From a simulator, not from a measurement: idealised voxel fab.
Process module in this document: voxel self aligned vias
The cross-section on display is named cut; it measures 225 nm wide, and its cells are 5 nm squares.
For the purposes of this document, a cross-section shall be understood as a grid of square cells, specified as bands listed in top-to-bottom order, each band consisting of one or more rows of cells.
Band: top height; bottom height; in nm. Then, left to right: material with width in nm, for each material. "throughout": a single material spanning edge to edge. "blank": empty space.
Zero point of the height axis is 0; under it, received wafer = one material. Lowest band: continues down indefinitely, "0..down".
So if you see something like "30->40" for the width, read it as the top row of the band sitting at the first number and the bottom row at the second, with every row in between moving by the same amount as the last.
"identical to before" (step): cross-section cells unchanged, all of them.
Each empty space that has no open way to the top and spans at least 8 cells appears under "Closed void table" as width x height at distance, the distance counted from the left edge, all in nm.
Note: text after step settings on the step line = simulator remark on that step.
overlay nm: step with mask; distance mask lay right of planned place; negative value = left of planned place.

Set out below are the planned steps of the process:
1,RECEIVE: material Si
2,CONFORMAL_DEP: material SiO2, thk nm 10
3,CONFORMAL_DEP: material SiCN, thk nm 5
4,DIRECTIONAL_DEP: material SiO2, thk nm 20
5,PATTERN: tone open, mask id LINES, material resist, width nm 30, pitch nm 65, thk nm 15, overlay nm 0
6,DIRECTIONAL_ETCH: etch materials SiO2, depth nm 20
7,STRIP: etch materials resist
8,CONFORMAL_DEP: material TiN, thk nm 5
9,FILL_DEP: material Ru, thk nm 10
10,CMP: height nm 30
11,SELECTIVE_ETCH: etch materials W Ru TiN, depth nm 5
12,FILL_DEP: material SiN, thk nm 5
13,CMP: height nm 35
14,DIRECTIONAL_DEP: material SiO2, thk nm 15
15,PATTERN: tone open, mask id VIAS, material resist, width nm 40, pitch nm 65, thk nm 15, overlay nm 0
16,DIRECTIONAL_ETCH: etch materials SiO2, depth nm 15
17,DIRECTIONAL_ETCH: etch materials SiN, depth nm 5
18,STRIP: etch materials resist
19,CONFORMAL_DEP: material TiN, thk nm 5
20,FILL_DEP: material Cu, thk nm 5
21,CMP: height nm 50
22,CONFORMAL_DEP: material SiCN, thk nm 5
The height nm used in step 10 is not the same on every wafer, whereas the starting condition is; the value printed in the plan is the first wafer's.

Cross-section: the first of several wafers in its as-received state, i.e. following step 1:
- 0..down: Si throughout
- Closed void table: none

Below, a row for every wafer. Read it as the end-of-module picture: for each material the wafer shows its cells gained (+) or lost (-) since it was received, and then its closed voids:
height nm 30; +54 Cu; +12 Ru; +90 SiCN; +39 SiN; +234 SiO2; +66 TiN; Closed void table: none
height nm 35; +48 Cu; +24 Ru; +90 SiCN; +261 SiO2; +72 TiN; Closed void table: none
height nm 40; +36 Cu; +36 Ru; +90 SiCN; +261 SiO2; +72 TiN; Closed void table: none
height nm 45; +36 Cu; +36 Ru; +90 SiCN; +261 SiO2; +72 TiN; Closed void table: none
height nm 50; +36 Cu; +36 Ru; +90 SiCN; +261 SiO2; +72 TiN; Closed void table: none
